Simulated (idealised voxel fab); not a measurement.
Documented hereafter: the process module known as voxel capacitor over wiring.
Square cell edge 5 nm, section width 155 nm, ID cut.
How to read a cross-section here: the picture is a grid of square cells, written as bands going from the top down, and any band can span one or more rows of cells. Band entry format. Leading values: height of top, height of bottom, nm. Remainder: materials in left-to-right order, each with its width in nm. Special words: "edge to edge" on a single material, which then fills the band edge to edge; "empty", empty space. Heights are measured from 0, the level below which the as-received wafer is all one material; the lowest band has no bottom and continues downward, written as in "from 0 down". Width spec "30->40" -> top row of cells at first value, bottom row at second value, equal per-row change in between. Step marked "nothing different"? Then no cell in the cross-section changed in it. "Sealed void listing" specifies each empty space that is not open to the top and that occupies no fewer than 8 cells, using the form width x height at distance, the distance measured from the left edge and all three quantities in nm. It should be noted that, on the line of a given step, the content following the step's settings is a remark produced by the simulator itself with respect to that step. If you see "overlay nm" on a step's line and that step has a mask, it's telling you how far right of where it was planned the mask ended up; a negative number means it went left instead. From here on the document is pairs. In a pair, the cross-section before one process step comes with the cross-section after it, and the latter goes no deeper than the lowest band that changed. What lies in between, the step and its settings, is written under the pair. A pair may be from a different run of this module on the same starting wafer than the pair above it, so it continues from that pair only where its entry headed "Pre-step section" says so.

Pre-step section:
from 0 down | Si edge to edge
Sealed void listing: none

Post-Process View:
from 10 to 0 | SiO2 edge to edge
Unchanged below 0.
Sealed void listing: none
Operation between the pre and post cross-sections above: CONFORMAL_DEP, material SiO2, thk nm 10

Pre-step section: refer to the pair immediately above; the cross-section shown after its step is the state before this one.

Post-Process View:
from 15 to 10 | SiCN edge to edge
Unchanged below 10.
Sealed void listing: none
Operation between the pre and post cross-sections above: CONFORMAL_DEP, material SiCN, thk nm 5

Pre-step section: refer to the pair immediately above; the cross-section shown after its step is the state before this one.

Post-Process View:
from 35 to 15 | SiO2 edge to edge
Unchanged below 15.
Sealed void listing: none
Operation between the pre and post cross-sections above: DIRECTIONAL_DEP, material SiO2, thk nm 20

Pre-step section: refer to the pair immediately above; the cross-section shown after its step is the state before this one.

Post-Process View:
from 50 to 35 | aC edge to edge
Unchanged below 35.
Sealed void listing: none
Operation between the pre and post cross-sections above: DIRECTIONAL_DEP, material aC, thk nm 15

Pre-step section: refer to the pair immediately above; the cross-section shown after its step is the state before this one.

Post-Process View:
from 85 to 50 | 15 nm resist  30 nm empty  60 nm resist  30 nm empty  20 nm resist
Unchanged below 50.
Sealed void listing: none
Operation between the pre and post cross-sections above: PATTERN, tone open, mask id METAL_1, material resist, width nm 30, pitch nm 90, thk nm 35, overlay nm 0

Pre-step section: refer to the pair immediately above; the cross-section shown after its step is the state before this one.

Post-Process View:
from 70 to 50 | 15 nm resist  30 nm empty  60 nm resist  30 nm empty  20 nm resist
from 50 to 35 | 15 nm aC  30 nm empty  60 nm aC  30 nm empty  20 nm aC
Unchanged below 35.
Sealed void listing: none
Operation between the pre and post cross-sections above: DIRECTIONAL_ETCH, etch materials aC, depth nm 15

Pre-step section: refer to the pair immediately above; the cross-section shown after its step is the state before this one.

Post-Process View:
from 50 to 35 | 15 nm aC  30 nm empty  60 nm aC  30 nm empty  20 nm aC
Unchanged below 35.
Sealed void listing: none
Operation between the pre and post cross-sections above: STRIP, etch materials resist

Pre-step section: refer to the pair immediately above; the cross-section shown after its step is the state before this one.

Post-Process View:
from 50 to 35 | 15 nm aC  30 nm empty  60 nm aC  30 nm empty  20 nm aC
from 35 to 15 | 15 nm SiO2  30 nm empty  60 nm SiO2  30 nm empty  20 nm SiO2
Unchanged below 15.
Sealed void listing: none
Operation between the pre and post cross-sections above: DIRECTIONAL_ETCH, etch materials SiO2, depth nm 20

Pre-step section: refer to the pair immediately above; the cross-section shown after its step is the state before this one.

Post-Process View:
from 50 to 35 | 15 nm aC  30 nm empty  60 nm aC  30 nm empty  20 nm aC
from 35 to 15 | 15 nm SiO2  30 nm empty  60 nm SiO2  30 nm empty  20 nm SiO2
from 15 to 10 | 15 nm SiCN  30 nm empty  60 nm SiCN  30 nm empty  20 nm SiCN
Unchanged below 10.
Sealed void listing: none
Operation between the pre and post cross-sections above: DIRECTIONAL_ETCH, etch materials SiCN, depth nm 5

Pre-step section: refer to the pair immediately above; the cross-section shown after its step is the state before this one.

Post-Process View:
from 35 to 15 | 15 nm SiO2  30 nm empty  60 nm SiO2  30 nm empty  20 nm SiO2
Unchanged below 15.
Sealed void listing: none
Operation between the pre and post cross-sections above: STRIP, etch materials aC

Pre-step section: refer to the pair immediately above; the cross-section shown after its step is the state before this one.

Post-Process View:
from 40 to 35 | 20 nm TiN  20 nm empty  70 nm TiN  20 nm empty  25 nm TiN
from 35 to 15 | 15 nm SiO2  5 nm TiN  20 nm empty  5 nm TiN  60 nm SiO2  5 nm TiN  20 nm empty  5 nm TiN  20 nm SiO2
from 15 to 10 | 15 nm SiCN  30 nm TiN  60 nm SiCN  30 nm TiN  20 nm SiCN
Unchanged below 10.
Sealed void listing: none
Operation between the pre and post cross-sections above: CONFORMAL_DEP, material TiN, thk nm 5

Pre-step section: refer to the pair immediately above; the cross-section shown after its step is the state before this one.

Post-Process View:
from 50 to 40 | Ru edge to edge
from 40 to 35 | 20 nm TiN  20 nm Ru  70 nm TiN  20 nm Ru  25 nm TiN
from 35 to 15 | 15 nm SiO2  5 nm TiN  20 nm Ru  5 nm TiN  60 nm SiO2  5 nm TiN  20 nm Ru  5 nm TiN  20 nm SiO2
Unchanged below 15.
Sealed void listing: none
Operation between the pre and post cross-sections above: FILL_DEP, material Ru, thk nm 10

Pre-step section: refer to the pair immediately above; the cross-section shown after its step is the state before this one.

Post-Process View:
from 35 to 15 | 15 nm SiO2  5 nm TiN  20 nm Ru  5 nm TiN  60 nm SiO2  5 nm TiN  20 nm Ru  5 nm TiN  20 nm SiO2
Unchanged below 15.
Sealed void listing: none
Operation between the pre and post cross-sections above: CMP, height nm 35

Pre-step section: refer to the pair immediately above; the cross-section shown after its step is the state before this one.

Post-Process View:
from 40 to 35 | SiCN edge to edge
Unchanged below 35.
Sealed void listing: none
Operation between the pre and post cross-sections above: CONFORMAL_DEP, material SiCN, thk nm 5

Pre-step section: refer to the pair immediately above; the cross-section shown after its step is the state before this one.

Post-Process View:
from 60 to 40 | SiO2 edge to edge
Unchanged below 40.
Sealed void listing: none
Operation between the pre and post cross-sections above: DIRECTIONAL_DEP, material SiO2, thk nm 20

Pre-step section: refer to the pair immediately above; the cross-section shown after its step is the state before this one.

Post-Process View:
from 80 to 60 | 30 nm resist  15 nm empty  110 nm resist
Unchanged below 60.
Sealed void listing: none
Operation between the pre and post cross-sections above: PATTERN, tone open, mask id PLUG_1, material resist, width nm 15, thk nm 20, overlay nm 0

Pre-step section: refer to the pair immediately above; the cross-section shown after its step is the state before this one.

Post-Process View:
from 80 to 60 | 30 nm resist  15 nm empty  110 nm resist
from 60 to 40 | 30 nm SiO2  15 nm empty  110 nm SiO2
Unchanged below 40.
Sealed void listing: none
Operation between the pre and post cross-sections above: DIRECTIONAL_ETCH, etch materials SiO2, depth nm 20

Pre-step section: refer to the pair immediately above; the cross-section shown after its step is the state before this one.

Post-Process View:
from 80 to 60 | 30 nm resist  15 nm empty  110 nm resist
from 60 to 40 | 30 nm SiO2  15 nm empty  110 nm SiO2
from 40 to 35 | 30 nm SiCN  15 nm empty  110 nm SiCN
Unchanged below 35.
Sealed void listing: none
Operation between the pre and post cross-sections above: DIRECTIONAL_ETCH, etch materials SiCN, depth nm 5

Pre-step section: refer to the pair immediately above; the cross-section shown after its step is the state before this one.

Post-Process View:
from 60 to 40 | 30 nm SiO2  15 nm empty  110 nm SiO2
Unchanged below 40.
Sealed void listing: none
Operation between the pre and post cross-sections above: STRIP, etch materials resist

Pre-step section: refer to the pair immediately above; the cross-section shown after its step is the state before this one.

Post-Process View:
from 60 to 45 | 30 nm SiO2  15 nm empty  110 nm SiO2
from 45 to 40 | 30 nm SiO2  15 nm Ru  110 nm SiO2
from 40 to 35 | 30 nm SiCN  15 nm Ru  110 nm SiCN
Unchanged below 35.
Sealed void listing: none
Operation between the pre and post cross-sections above: EPI, material Ru, thk nm 10

Pre-step section: refer to the pair immediately above; the cross-section shown after its step is the state before this one.

Post-Process View:
from 60 to 55 | 30 nm SiO2  15 nm empty  110 nm SiO2
from 55 to 40 | 30 nm SiO2  15 nm Ru  110 nm SiO2
Unchanged below 40.
Sealed void listing: none
Operation between the pre and post cross-sections above: EPI, material Ru, thk nm 10

Pre-step section: refer to the pair immediately above; the cross-section shown after its step is the state before this one.

Post-Process View:
from 60 to 40 | 30 nm SiO2  15 nm Ru  110 nm SiO2
Unchanged below 40.
Sealed void listing: none
Operation between the pre and post cross-sections above: EPI, material Ru, thk nm 5

Pre-step section: refer to the pair immediately above; the cross-section shown after its step is the state before this one.

Post-Process View:
from 70 to 60 | TiN edge to edge
Unchanged below 60.
Sealed void listing: none
Operation between the pre and post cross-sections above: DIRECTIONAL_DEP, material TiN, thk nm 10

Pre-step section: refer to the pair immediately above; the cross-section shown after its step is the state before this one.

Post-Process View:
from 75 to 70 | Al2O3 edge to edge
Unchanged below 70.
Sealed void listing: none
Operation between the pre and post cross-sections above: DIRECTIONAL_DEP, material Al2O3, thk nm 5

Pre-step section: refer to the pair immediately above; the cross-section shown after its step is the state before this one.

Post-Process View:
from 85 to 75 | TiN edge to edge
Unchanged below 75.
Sealed void listing: none
Operation between the pre and post cross-sections above: DIRECTIONAL_DEP, material TiN, thk nm 10

Pre-step section: refer to the pair immediately above; the cross-section shown after its step is the state before this one.

Post-Process View:
from 100 to 85 | aC edge to edge
Unchanged below 85.
Sealed void listing: none
Operation between the pre and post cross-sections above: DIRECTIONAL_DEP, material aC, thk nm 15

Pre-step section: refer to the pair immediately above; the cross-section shown after its step is the state before this one.

Post-Process View:
from 130 to 100 | 30 nm empty  65 nm resist  60 nm empty
Unchanged below 100.
Sealed void listing: none
Operation between the pre and post cross-sections above: PATTERN, tone cover, mask id UPPER_PLATE, material resist, width nm 65, thk nm 30, overlay nm 0

Pre-step section: refer to the pair immediately above; the cross-section shown after its step is the state before this one.

Post-Process View:
from 115 to 100 | 30 nm empty  65 nm resist  60 nm empty
from 100 to 85 | 30 nm empty  65 nm aC  60 nm empty
Unchanged below 85.
Sealed void listing: none
Operation between the pre and post cross-sections above: DIRECTIONAL_ETCH, etch materials aC, depth nm 15

Pre-step section: refer to the pair immediately above; the cross-section shown after its step is the state before this one.

Post-Process View:
from 100 to 85 | 30 nm empty  65 nm aC  60 nm empty
Unchanged below 85.
Sealed void listing: none
Operation between the pre and post cross-sections above: STRIP, etch materials resist

Pre-step section: refer to the pair immediately above; the cross-section shown after its step is the state before this one.

Post-Process View:
from 100 to 85 | 30 nm empty  65 nm aC  60 nm empty
from 85 to 75 | 30 nm empty  65 nm TiN  60 nm empty
Unchanged below 75.
Sealed void listing: none
Operation between the pre and post cross-sections above: DIRECTIONAL_ETCH, etch materials TiN, depth nm 10

Pre-step section: refer to the pair immediately above; the cross-section shown after its step is the state before this one.

Post-Process View:
from 100 to 85 | 30 nm empty  65 nm aC  60 nm empty
from 85 to 75 | 30 nm empty  65 nm TiN  60 nm empty
from 75 to 70 | 30 nm empty  65 nm Al2O3  60 nm empty
Unchanged below 70.
Sealed void listing: none
Operation between the pre and post cross-sections above: DIRECTIONAL_ETCH, etch materials Al2O3, depth nm 5

Pre-step section: refer to the pair immediately above; the cross-section shown after its step is the state before this one.

Post-Process View:
from 85 to 75 | 30 nm empty  65 nm TiN  60 nm empty
Unchanged below 75.
Sealed void listing: none
Operation between the pre and post cross-sections above: STRIP, etch materials aC

Pre-step section: refer to the pair immediately above; the cross-section shown after its step is the state before this one.

Post-Process View:
from 95 to 85 | 30 nm empty  65 nm aC  60 nm empty
from 85 to 80 | 30 nm empty  65 nm TiN  60 nm empty
from 80 to 75 | 30 nm aC  65 nm TiN  60 nm aC
from 75 to 70 | 30 nm aC  65 nm Al2O3  60 nm aC
Unchanged below 70.
Sealed void listing: none
Operation between the pre and post cross-sections above: DIRECTIONAL_DEP, material aC, thk nm 10

Pre-step section: refer to the pair immediately above; the cross-section shown after its step is the state before this one.

Post-Process View:
from 125 to 95 | 25 nm empty  75 nm resist  55 nm empty
from 95 to 85 | 25 nm empty  5 nm resist  65 nm aC  5 nm resist  55 nm empty
from 85 to 80 | 25 nm empty  5 nm resist  65 nm TiN  5 nm resist  55 nm empty
Unchanged below 80.
Sealed void listing: none
Operation between the pre and post cross-sections above: PATTERN, tone cover, mask id LOWER_PLATE, material resist, width nm 75, thk nm 30, overlay nm 0

Pre-step section: refer to the pair immediately above; the cross-section shown after its step is the state before this one.

Post-Process View:
from 115 to 95 | 25 nm empty  75 nm resist  55 nm empty
from 95 to 85 | 25 nm empty  5 nm resist  65 nm aC  5 nm resist  55 nm empty
from 85 to 80 | 25 nm empty  5 nm resist  65 nm TiN  5 nm resist  55 nm empty
from 80 to 75 | 25 nm empty  5 nm aC  65 nm TiN  5 nm aC  55 nm empty
from 75 to 70 | 25 nm empty  5 nm aC  65 nm Al2O3  5 nm aC  55 nm empty
Unchanged below 70.
Sealed void listing: none
Operation between the pre and post cross-sections above: DIRECTIONAL_ETCH, etch materials aC, depth nm 10

Pre-step section: refer to the pair immediately above; the cross-section shown after its step is the state before this one.

Post-Process View:
from 95 to 85 | 30 nm empty  65 nm aC  60 nm empty
from 85 to 80 | 30 nm empty  65 nm TiN  60 nm empty
Unchanged below 80.
Sealed void listing: none
Operation between the pre and post cross-sections above: STRIP, etch materials resist

Pre-step section: refer to the pair immediately above; the cross-section shown after its step is the state before this one.

Post-Process View:
from 95 to 85 | 30 nm empty  65 nm aC  60 nm empty
from 85 to 80 | 30 nm empty  65 nm TiN  60 nm empty
from 80 to 75 | 25 nm empty  5 nm aC  65 nm TiN  5 nm aC  55 nm empty
from 75 to 70 | 25 nm empty  5 nm aC  65 nm Al2O3  5 nm aC  55 nm empty
from 70 to 60 | 25 nm empty  75 nm TiN  55 nm empty
Unchanged below 60.
Sealed void listing: none
Operation between the pre and post cross-sections above: DIRECTIONAL_ETCH, etch materials TiN, depth nm 10

Pre-step section: refer to the pair immediately above; the cross-section shown after its step is the state before this one.

Post-Process View:
from 85 to 75 | 30 nm empty  65 nm TiN  60 nm empty
from 75 to 70 | 30 nm empty  65 nm Al2O3  60 nm empty
Unchanged below 70.
Sealed void listing: none
Operation between the pre and post cross-sections above: STRIP, etch materials aC

Pre-step section: refer to the pair immediately above; the cross-section shown after its step is the state before this one.

Post-Process View:
from 100 to 85 | SiO2 edge to edge
from 85 to 75 | 30 nm SiO2  65 nm TiN  60 nm SiO2
from 75 to 70 | 30 nm SiO2  65 nm Al2O3  60 nm SiO2
from 70 to 60 | 25 nm SiO2  75 nm TiN  55 nm SiO2
Unchanged below 60.
Sealed void listing: none
Operation between the pre and post cross-sections above: FILL_DEP, material SiO2, thk nm 15

Pre-step section: refer to the pair immediately above; the cross-section shown after its step is the state before this one.

Post-Process View:
from 95 to 85 | SiO2 edge to edge
Unchanged below 85.
Sealed void listing: none
Operation between the pre and post cross-sections above: CMP, height nm 95

Pre-step section: refer to the pair immediately above; the cross-section shown after its step is the state before this one.

Post-Process View:
from 110 to 95 | aC edge to edge
Unchanged below 95.
Sealed void listing: none
Operation between the pre and post cross-sections above: DIRECTIONAL_DEP, material aC, thk nm 15

Pre-step section: refer to the pair immediately above; the cross-section shown after its step is the state before this one.

Post-Process View:
from 145 to 110 | 40 nm resist  15 nm empty  100 nm resist
Unchanged below 110.
Sealed void listing: none
Operation between the pre and post cross-sections above: PATTERN, tone open, mask id PLUG_2, material resist, width nm 15, thk nm 35, overlay nm 0

Pre-step section: refer to the pair immediately above; the cross-section shown after its step is the state before this one.

Post-Process View:
from 130 to 110 | 40 nm resist  15 nm empty  100 nm resist
from 110 to 95 | 40 nm aC  15 nm empty  100 nm aC
Unchanged below 95.
Sealed void listing: none
Operation between the pre and post cross-sections above: DIRECTIONAL_ETCH, etch materials aC, depth nm 15

Pre-step section: refer to the pair immediately above; the cross-section shown after its step is the state before this one.

Post-Process View:
from 110 to 95 | 40 nm aC  15 nm empty  100 nm aC
Unchanged below 95.
Sealed void listing: none
Operation between the pre and post cross-sections above: STRIP, etch materials resist

Pre-step section: refer to the pair immediately above; the cross-section shown after its step is the state before this one.

Post-Process View:
from 110 to 95 | 40 nm aC  15 nm empty  100 nm aC
from 95 to 85 | 40 nm SiO2  15 nm empty  100 nm SiO2
Unchanged below 85.
Sealed void listing: none
Operation between the pre and post cross-sections above: DIRECTIONAL_ETCH, etch materials SiO2, depth nm 10

Pre-step section: refer to the pair immediately above; the cross-section shown after its step is the state before this one.

Post-Process View:
from 95 to 85 | 40 nm SiO2  15 nm empty  100 nm SiO2
Unchanged below 85.
Sealed void listing: none
Operation between the pre and post cross-sections above: STRIP, etch materials aC

Pre-step section: refer to the pair immediately above; the cross-section shown after its step is the state before this one.

Post-Process View:
from 100 to 95 | 45 nm TiN  5 nm empty  105 nm TiN
from 95 to 90 | 40 nm SiO2  5 nm TiN  5 nm empty  5 nm TiN  100 nm SiO2
from 90 to 85 | 40 nm SiO2  15 nm TiN  100 nm SiO2
Unchanged below 85.
Sealed void listing: none
Operation between the pre and post cross-sections above: CONFORMAL_DEP, material TiN, thk nm 5

Pre-step section: refer to the pair immediately above; the cross-section shown after its step is the state before this one.

Post-Process View:
from 110 to 100 | Ru edge to edge
from 100 to 95 | 45 nm TiN  5 nm Ru  105 nm TiN
from 95 to 90 | 40 nm SiO2  5 nm TiN  5 nm Ru  5 nm TiN  100 nm SiO2
Unchanged below 90.
Sealed void listing: none
Operation between the pre and post cross-sections above: FILL_DEP, material Ru, thk nm 10

Pre-step section: refer to the pair immediately above; the cross-section shown after its step is the state before this one.

Post-Process View:
from 95 to 90 | 40 nm SiO2  5 nm TiN  5 nm Ru  5 nm TiN  100 nm SiO2
Unchanged below 90.
Sealed void listing: none
Operation between the pre and post cross-sections above: CMP, height nm 95

Pre-step section: refer to the pair immediately above; the cross-section shown after its step is the state before this one.

Post-Process View:
from 100 to 95 | SiN edge to edge
Unchanged below 95.
Sealed void listing: none
Operation between the pre and post cross-sections above: CONFORMAL_DEP, material SiN, thk nm 5

Pre-step section:
from 60 to 45 | 30 nm SiO2  15 nm empty  110 nm SiO2
from 45 to 40 | 30 nm SiO2  15 nm Ru  110 nm SiO2
from 40 to 35 | 30 nm SiCN  15 nm Ru  110 nm SiCN
from 35 to 15 | 15 nm SiO2  5 nm TiN  20 nm Ru  5 nm TiN  60 nm SiO2  5 nm TiN  20 nm Ru  5 nm TiN  20 nm SiO2
from 15 to 10 | 15 nm SiCN  30 nm TiN  60 nm SiCN  30 nm TiN  20 nm SiCN
from 10 to 0 | SiO2 edge to edge
from 0 down | Si edge to edge
Sealed void listing: none

Post-Process View:
from 60 to 50 | 30 nm SiO2  15 nm empty  110 nm SiO2
from 50 to 40 | 30 nm SiO2  15 nm Ru  110 nm SiO2
Unchanged below 40.
Sealed void listing: none
Operation between the pre and post cross-sections above: EPI, material Ru, thk nm 5

Pre-step section: refer to the pair immediately above; the cross-section shown after its step is the state before this one.

Post-Process View:
from 70 to 60 | 30 nm TiN  15 nm empty  110 nm TiN
from 60 to 50 | 30 nm SiO2  15 nm TiN  110 nm SiO2
Unchanged below 50.
Sealed void listing: none
Operation between the pre and post cross-sections above: DIRECTIONAL_DEP, material TiN, thk nm 10

Pre-step section: refer to the pair immediately above; the cross-section shown after its step is the state before this one.

Post-Process View:
from 75 to 70 | 30 nm Al2O3  15 nm empty  110 nm Al2O3
from 70 to 65 | 30 nm TiN  15 nm empty  110 nm TiN
from 65 to 60 | 30 nm TiN  15 nm Al2O3  110 nm TiN
Unchanged below 60.
Sealed void listing: none
Operation between the pre and post cross-sections above: DIRECTIONAL_DEP, material Al2O3, thk nm 5

Pre-step section: refer to the pair immediately above; the cross-section shown after its step is the state before this one.

Post-Process View:
from 85 to 75 | 30 nm TiN  15 nm empty  110 nm TiN
from 75 to 70 | 30 nm Al2O3  15 nm TiN  110 nm Al2O3
from 70 to 65 | TiN edge to edge
Unchanged below 65.
Sealed void listing: none
Operation between the pre and post cross-sections above: DIRECTIONAL_DEP, material TiN, thk nm 10

Pre-step section: refer to the pair immediately above; the cross-section shown after its step is the state before this one.

Post-Process View:
from 100 to 90 | 30 nm aC  15 nm empty  110 nm aC
from 90 to 85 | aC edge to edge
from 85 to 75 | 30 nm TiN  15 nm aC  110 nm TiN
Unchanged below 75.
Sealed void listing: none
Operation between the pre and post cross-sections above: DIRECTIONAL_DEP, material aC, thk nm 15

Pre-step section: refer to the pair immediately above; the cross-section shown after its step is the state before this one.

Post-Process View:
from 130 to 100 | 30 nm empty  65 nm resist  60 nm empty
from 100 to 90 | 30 nm aC  15 nm resist  110 nm aC
Unchanged below 90.
Sealed void listing: none
Operation between the pre and post cross-sections above: PATTERN, tone cover, mask id UPPER_PLATE, material resist, width nm 65, thk nm 30, overlay nm 0

Pre-step section: refer to the pair immediately above; the cross-section shown after its step is the state before this one.

Post-Process View:
from 115 to 100 | 30 nm empty  65 nm resist  60 nm empty
from 100 to 90 | 30 nm empty  15 nm resist  50 nm aC  60 nm empty
from 90 to 85 | 30 nm empty  65 nm aC  60 nm empty
Unchanged below 85.
Sealed void listing: none
Operation between the pre and post cross-sections above: DIRECTIONAL_ETCH, etch materials aC, depth nm 15

Pre-step section: refer to the pair immediately above; the cross-section shown after its step is the state before this one.

Post-Process View:
from 100 to 90 | 45 nm empty  50 nm aC  60 nm empty
Unchanged below 90.
Sealed void listing: none
Operation between the pre and post cross-sections above: STRIP, etch materials resist

Pre-step section: refer to the pair immediately above; the cross-section shown after its step is the state before this one.

Post-Process View:
from 100 to 90 | 45 nm empty  50 nm aC  60 nm empty
from 90 to 85 | 30 nm empty  65 nm aC  60 nm empty
from 85 to 75 | 30 nm empty  15 nm aC  50 nm TiN  60 nm empty
Unchanged below 75.
Sealed void listing: none
Operation between the pre and post cross-sections above: DIRECTIONAL_ETCH, etch materials TiN, depth nm 10

Pre-step section: refer to the pair immediately above; the cross-section shown after its step is the state before this one.

Post-Process View:
from 100 to 90 | 45 nm empty  50 nm aC  60 nm empty
from 90 to 85 | 30 nm empty  65 nm aC  60 nm empty
from 85 to 75 | 30 nm empty  15 nm aC  50 nm TiN  60 nm empty
from 75 to 70 | 30 nm empty  15 nm TiN  50 nm Al2O3  60 nm empty
Unchanged below 70.
Sealed void listing: none
Operation between the pre and post cross-sections above: DIRECTIONAL_ETCH, etch materials Al2O3, depth nm 5

Pre-step section: refer to the pair immediately above; the cross-section shown after its step is the state before this one.

Post-Process View:
from 85 to 75 | 45 nm empty  50 nm TiN  60 nm empty
Unchanged below 75.
Sealed void listing: none
Operation between the pre and post cross-sections above: STRIP, etch materials aC

Pre-step section: refer to the pair immediately above; the cross-section shown after its step is the state before this one.

Post-Process View:
from 95 to 85 | 45 nm empty  50 nm aC  60 nm empty
from 85 to 80 | 30 nm empty  15 nm aC  50 nm TiN  60 nm empty
from 80 to 75 | 45 nm aC  50 nm TiN  60 nm aC
from 75 to 70 | 30 nm aC  15 nm TiN  50 nm Al2O3  60 nm aC
Unchanged below 70.
Sealed void listing: none
Operation between the pre and post cross-sections above: DIRECTIONAL_DEP, material aC, thk nm 10

Pre-step section: refer to the pair immediately above; the cross-section shown after its step is the state before this one.

Post-Process View:
from 125 to 95 | 25 nm empty  75 nm resist  55 nm empty
from 95 to 85 | 25 nm empty  20 nm resist  50 nm aC  5 nm resist  55 nm empty
from 85 to 80 | 25 nm empty  5 nm resist  15 nm aC  50 nm TiN  5 nm resist  55 nm empty
Unchanged below 80.
Sealed void listing: none
Operation between the pre and post cross-sections above: PATTERN, tone cover, mask id LOWER_PLATE, material resist, width nm 75, thk nm 30, overlay nm 0

Pre-step section: refer to the pair immediately above; the cross-section shown after its step is the state before this one.

Post-Process View:
from 115 to 95 | 25 nm empty  75 nm resist  55 nm empty
from 95 to 85 | 25 nm empty  20 nm resist  50 nm aC  5 nm resist  55 nm empty
from 85 to 80 | 25 nm empty  5 nm resist  15 nm aC  50 nm TiN  5 nm resist  55 nm empty
from 80 to 75 | 25 nm empty  20 nm aC  50 nm TiN  5 nm aC  55 nm empty
from 75 to 70 | 25 nm empty  5 nm aC  15 nm TiN  50 nm Al2O3  5 nm aC  55 nm empty
Unchanged below 70.
Sealed void listing: none
Operation between the pre and post cross-sections above: DIRECTIONAL_ETCH, etch materials aC, depth nm 10

Pre-step section: refer to the pair immediately above; the cross-section shown after its step is the state before this one.

Post-Process View:
from 95 to 85 | 45 nm empty  50 nm aC  60 nm empty
from 85 to 80 | 30 nm empty  15 nm aC  50 nm TiN  60 nm empty
Unchanged below 80.
Sealed void listing: none
Operation between the pre and post cross-sections above: STRIP, etch materials resist

Pre-step section: refer to the pair immediately above; the cross-section shown after its step is the state before this one.

Post-Process View:
from 95 to 85 | 45 nm empty  50 nm aC  60 nm empty
from 85 to 80 | 30 nm empty  15 nm aC  50 nm TiN  60 nm empty
from 80 to 75 | 25 nm empty  20 nm aC  50 nm TiN  5 nm aC  55 nm empty
from 75 to 70 | 25 nm empty  5 nm aC  15 nm TiN  50 nm Al2O3  5 nm aC  55 nm empty
from 70 to 65 | 25 nm empty  75 nm TiN  55 nm empty
from 65 to 60 | 25 nm empty  5 nm TiN  15 nm Al2O3  55 nm TiN  55 nm empty
Unchanged below 60.
Sealed void listing: none
Operation between the pre and post cross-sections above: DIRECTIONAL_ETCH, etch materials TiN, depth nm 10

Pre-step section: refer to the pair immediately above; the cross-section shown after its step is the state before this one.

Post-Process View:
from 85 to 75 | 45 nm empty  50 nm TiN  60 nm empty
from 75 to 70 | 30 nm empty  15 nm TiN  50 nm Al2O3  60 nm empty
Unchanged below 70.
Sealed void listing: none
Operation between the pre and post cross-sections above: STRIP, etch materials aC

Pre-step section: refer to the pair immediately above; the cross-section shown after its step is the state before this one.

Post-Process View:
from 100 to 85 | SiO2 edge to edge
from 85 to 75 | 45 nm SiO2  50 nm TiN  60 nm SiO2
from 75 to 70 | 30 nm SiO2  15 nm TiN  50 nm Al2O3  60 nm SiO2
from 70 to 65 | 25 nm SiO2  75 nm TiN  55 nm SiO2
from 65 to 60 | 25 nm SiO2  5 nm TiN  15 nm Al2O3  55 nm TiN  55 nm SiO2
Unchanged below 60.
Sealed void listing: none
Operation between the pre and post cross-sections above: FILL_DEP, material SiO2, thk nm 15

Pre-step section: refer to the pair immediately above; the cross-section shown after its step is the state before this one.

Post-Process View:
from 95 to 85 | SiO2 edge to edge
Unchanged below 85.
Sealed void listing: none
Operation between the pre and post cross-sections above: CMP, height nm 95

Pre-step section: refer to the pair immediately above; the cross-section shown after its step is the state before this one.

Post-Process View:
from 110 to 95 | aC edge to edge
Unchanged below 95.
Sealed void listing: none
Operation between the pre and post cross-sections above: DIRECTIONAL_DEP, material aC, thk nm 15

Pre-step section: refer to the pair immediately above; the cross-section shown after its step is the state before this one.

Post-Process View:
from 145 to 110 | 40 nm resist  15 nm empty  100 nm resist
Unchanged below 110.
Sealed void listing: none
Operation between the pre and post cross-sections above: PATTERN, tone open, mask id PLUG_2, material resist, width nm 15, thk nm 35, overlay nm 0

Pre-step section: refer to the pair immediately above; the cross-section shown after its step is the state before this one.

Post-Process View:
from 130 to 110 | 40 nm resist  15 nm empty  100 nm resist
from 110 to 95 | 40 nm aC  15 nm empty  100 nm aC
Unchanged below 95.
Sealed void listing: none
Operation between the pre and post cross-sections above: DIRECTIONAL_ETCH, etch materials aC, depth nm 15

Pre-step section: refer to the pair immediately above; the cross-section shown after its step is the state before this one.

Post-Process View:
from 110 to 95 | 40 nm aC  15 nm empty  100 nm aC
Unchanged below 95.
Sealed void listing: none
Operation between the pre and post cross-sections above: STRIP, etch materials resist

Pre-step section: refer to the pair immediately above; the cross-section shown after its step is the state before this one.

Post-Process View:
from 110 to 95 | 40 nm aC  15 nm empty  100 nm aC
from 95 to 85 | 40 nm SiO2  15 nm empty  100 nm SiO2
Unchanged below 85.
Sealed void listing: none
Operation between the pre and post cross-sections above: DIRECTIONAL_ETCH, etch materials SiO2, depth nm 10

Pre-step section: refer to the pair immediately above; the cross-section shown after its step is the state before this one.

Post-Process View:
from 95 to 85 | 40 nm SiO2  15 nm empty  100 nm SiO2
Unchanged below 85.
Sealed void listing: none
Operation between the pre and post cross-sections above: STRIP, etch materials aC

Pre-step section: refer to the pair immediately above; the cross-section shown after its step is the state before this one.

Post-Process View:
from 100 to 95 | 45 nm TiN  5 nm empty  105 nm TiN
from 95 to 90 | 40 nm SiO2  5 nm TiN  5 nm empty  5 nm TiN  100 nm SiO2
from 90 to 85 | 40 nm SiO2  15 nm TiN  100 nm SiO2
Unchanged below 85.
Sealed void listing: none
Operation between the pre and post cross-sections above: CONFORMAL_DEP, material TiN, thk nm 5

Pre-step section: refer to the pair immediately above; the cross-section shown after its step is the state before this one.

Post-Process View:
from 110 to 100 | Ru edge to edge
from 100 to 95 | 45 nm TiN  5 nm Ru  105 nm TiN
from 95 to 90 | 40 nm SiO2  5 nm TiN  5 nm Ru  5 nm TiN  100 nm SiO2
Unchanged below 90.
Sealed void listing: none
Operation between the pre and post cross-sections above: FILL_DEP, material Ru, thk nm 10

Pre-step section: refer to the pair immediately above; the cross-section shown after its step is the state before this one.

Post-Process View:
from 95 to 90 | 40 nm SiO2  5 nm TiN  5 nm Ru  5 nm TiN  100 nm SiO2
Unchanged below 90.
Sealed void listing: none
Operation between the pre and post cross-sections above: CMP, height nm 95

Pre-step section: refer to the pair immediately above; the cross-section shown after its step is the state before this one.

Post-Process View:
from 100 to 95 | SiN edge to edge
Unchanged below 95.
Sealed void listing: none
Operation between the pre and post cross-sections above: CONFORMAL_DEP, material SiN, thk nm 5
